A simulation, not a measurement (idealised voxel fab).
process module | voxel quadruple lines
cross-section cut | 230 nm wide | cells 5 nm
A cross-section is a grid of square cells, given in bands from the top down. A band is one or more rows of cells.
Each band's line starts with the height of the band's top and of its bottom, in nm. Then come its materials from left to right, each with its width in nm. One material with "throughout" fills the band from edge to edge. "air" is empty space.
Height 0 is the level under which the wafer as received is all one material. The lowest band goes on downwards, as in "0 down".
A width such as "30 to 40" changes by the same amount from each row of cells to the next, from the band's top row to its bottom row.
"no change" after a step means that no cell of the cross-section changed.
closed voids: empty space of 8 cells or more with no open way to the top, each as width x height at its distance from the left edge, in nm
after a step's settings: what the simulator itself notes on the step
overlay nm, on a step with a mask: how far to the right of its planned place the mask lay; to the left if negative
plan
1 op RECEIVE | material Si
2 op CONFORMAL_DEP | material Al2O3 | thk nm 10
3 op DIRECTIONAL_DEP | material W | thk nm 15
4 op DIRECTIONAL_DEP | material polySi | thk nm 20
5 op DIRECTIONAL_DEP | material aC | thk nm 20
6 op PATTERN | tone cover | mask id MANDREL | material resist | width nm 35 | pitch nm 100 | thk nm 30 | overlay nm 0
7 op DIRECTIONAL_ETCH | etch materials aC | depth nm 20
8 op STRIP | etch materials resist
9 op CONFORMAL_DEP | material SiO2 | thk nm 15
10 op DIRECTIONAL_ETCH | etch materials SiO2 | depth nm 15
11 op STRIP | etch materials aC
12 op DIRECTIONAL_ETCH | etch materials polySi | depth nm 20
13 op STRIP | etch materials SiO2
14 op CONFORMAL_DEP | material SiCN | thk nm 10
15 op DIRECTIONAL_ETCH | etch materials SiCN | depth nm 10
16 op STRIP | etch materials polySi
17 op DIRECTIONAL_ETCH | etch materials W | depth nm 15
18 op STRIP | etch materials SiCN
19 op FILL_DEP | material lowk | thk nm 5
20 op CMP | height nm 25
as received, after step 1
  0 down: Si throughout
  closed voids: none
first wafer at the end, as planned
  25 to 10: lowk 20 | W 10 | lowk 15 | W 10 | lowk 15 | W 10 | lowk 15 | W 10 | lowk 15 | W 10 | lowk 15 | W 10 | lowk 15 | W 10 | lowk 15 | W 10 | lowk 25
  10 to 0: Al2O3 throughout
  0 down: Si throughout
  closed voids: none
second wafer at the end: like start, like plan, one mistake
  25 to 15: Al2O3 throughout
  15 to 0: W throughout
  0 down: Si throughout
  closed voids: none
what went wrong: steps 2 and 3 were swapped
at the end the second wafer has, in cells: 90 more of W | 90 fewer of lowk
